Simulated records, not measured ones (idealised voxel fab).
Module name: voxel wiring stack (process module)
Displayed cross-section: cut, width of 250 nm, square cells sized 5 nm.
We lay out every cross-section as a grid of square cells and spell it out in bands from the top down, where one band means one or more rows of cells.
The entry gives the band's vertical extent as a top height and a bottom height in nm, then its horizontal make-up as materials from left to right, each with a width in nm. "air" stands for empty space; a single material marked "all across" fills the band edge to edge.
Where do heights start? At 0: under that level the wafer as delivered is made of one material only. And the lowest band has no floor; it just carries on downward, as in "top 0, no bottom".
It should be noted that a width expressed as "30..40" varies in equal increments from row to row of cells within the band, taking the value of the first number at the top row and that of the second number at the bottom row.
"no alterations made" (step): cross-section cells unchanged, all of them.
The list in "Sealed-off cavities" covers empty spaces of 8 cells or more that cannot reach the top through any open way, and it gives each as width x height at distance; the distance is from the left edge, and width, height and distance are in nm.
Anything after a step's settings on that line? It's the simulator's own note about the step.
overlay nm: on a step with a mask, how far right of its planned place the mask lay; negative means left.
The steps planned for the process are as follows:
1. RECEIVE: material Si
2. CONFORMAL_DEP: material SiO2, thk nm 10
3. CONFORMAL_DEP: material SiCN, thk nm 5
4. DIRECTIONAL_DEP: material lowk, thk nm 15
5. DIRECTIONAL_DEP: material aC, thk nm 15
6. PATTERN: tone open, mask id METAL_1, material resist, width nm 20, pitch nm 40, thk nm 35, overlay nm 0
7. DIRECTIONAL_ETCH: etch materials aC, depth nm 15
8. STRIP: etch materials resist
9. DIRECTIONAL_ETCH: etch materials lowk, depth nm 15
10. DIRECTIONAL_ETCH: etch materials SiCN, depth nm 5
11. STRIP: etch materials aC
12. CONFORMAL_DEP: material TiN, thk nm 5
13. FILL_DEP: material W, thk nm 5
14. CMP: height nm 30
15. CONFORMAL_DEP: material SiCN, thk nm 5
16. DIRECTIONAL_DEP: material SiO2, thk nm 10
17. DIRECTIONAL_DEP: material aC, thk nm 10
18. PATTERN: tone open, mask id PLUG_1, material resist, width nm 15, pitch nm 40, thk nm 30, overlay nm 0
19. DIRECTIONAL_ETCH: etch materials aC, depth nm 10
20. STRIP: etch materials resist
21. DIRECTIONAL_ETCH: etch materials SiO2, depth nm 10
22. DIRECTIONAL_ETCH: etch materials SiCN, depth nm 5
23. STRIP: etch materials aC
24. CONFORMAL_DEP: material TiN, thk nm 5
25. FILL_DEP: material Cu, thk nm 10
26. CMP: height nm 45
27. CONFORMAL_DEP: material SiCN, thk nm 5
28. DIRECTIONAL_DEP: material SiO2, thk nm 15
29. DIRECTIONAL_DEP: material aC, thk nm 15
30. PATTERN: tone open, mask id METAL_2, material resist, width nm 20, pitch nm 40, thk nm 35, overlay nm 0
31. DIRECTIONAL_ETCH: etch materials aC, depth nm 15
32. STRIP: etch materials resist
33. DIRECTIONAL_ETCH: etch materials SiO2, depth nm 15
34. DIRECTIONAL_ETCH: etch materials SiCN, depth nm 5
35. STRIP: etch materials aC
36. CONFORMAL_DEP: material TiN, thk nm 5
37. FILL_DEP: material Ru, thk nm 5
38. CMP: height nm 65
39. CONFORMAL_DEP: material SiCN, thk nm 5
40. DIRECTIONAL_DEP: material lowk, thk nm 35
41. DIRECTIONAL_DEP: material aC, thk nm 10
42. PATTERN: tone open, mask id METAL_3_HOLES, material resist, width nm 15, pitch nm 40, thk nm 25, overlay nm 0
43. DIRECTIONAL_ETCH: etch materials aC, depth nm 10
44. STRIP: etch materials resist
45. DIRECTIONAL_ETCH: etch materials lowk, depth nm 35
46. STRIP: etch materials aC
47. PATTERN: tone open, mask id METAL_3, material resist, width nm 20, pitch nm 40, thk nm 20, overlay nm 0
48. DIRECTIONAL_ETCH: etch materials lowk, depth nm 20
49. DIRECTIONAL_ETCH: etch materials SiCN, depth nm 5
50. STRIP: etch materials resist
51. CONFORMAL_DEP: material TiN, thk nm 5
52. FILL_DEP: material Cu, thk nm 5
53. CMP: height nm 105
54. CONFORMAL_DEP: material SiN, thk nm 5
Received-state cross-section, reflecting completion of step 1:
top 0, no bottom  Si all across
Sealed-off cavities: none
This is how the wafer looks in cross-section once the module is done, given the starting state and plan above and one mistake in carrying the plan out:
top 110, bottom 105  SiN all across
top 105, bottom 90  lowk: 75, TiN: 5, Cu: 5, TiN: 5, lowk: 25, TiN: 5, Cu: 5, TiN: 5, lowk: 25, TiN: 5, Cu: 5, TiN: 5, lowk: 80
top 90, bottom 85  lowk: 75, TiN: 15, lowk: 25, TiN: 15, lowk: 25, TiN: 15, lowk: 80
top 85, bottom 70  lowk all across
top 70, bottom 65  SiCN all across
top 65, bottom 50  SiO2: 75, TiN: 5, Ru: 10, TiN: 5, SiO2: 20, TiN: 5, Ru: 10, TiN: 5, SiO2: 20, TiN: 5, Ru: 10, TiN: 5, SiO2: 75
top 50, bottom 45  SiCN: 75, TiN: 20, SiCN: 20, TiN: 20, SiCN: 20, TiN: 20, SiCN: 75
top 45, bottom 35  SiO2: 75, TiN: 5, Cu: 5, TiN: 5, SiO2: 25, TiN: 5, Cu: 5, TiN: 5, SiO2: 25, TiN: 5, Cu: 5, TiN: 5, SiO2: 80
top 35, bottom 30  SiCN: 75, TiN: 15, SiCN: 25, TiN: 15, SiCN: 25, TiN: 15, SiCN: 80
top 30, bottom 15  lowk: 75, TiN: 5, W: 10, TiN: 5, lowk: 20, TiN: 5, W: 10, TiN: 5, lowk: 20, TiN: 5, W: 10, TiN: 5, lowk: 75
top 15, bottom 10  SiCN: 75, TiN: 20, SiCN: 20, TiN: 20, SiCN: 20, TiN: 20, SiCN: 75
top 10, bottom 0  SiO2 all across
top 0, no bottom  Si all across
Sealed-off cavities: none
Plan not followed: step 40 of the plan was performed twice
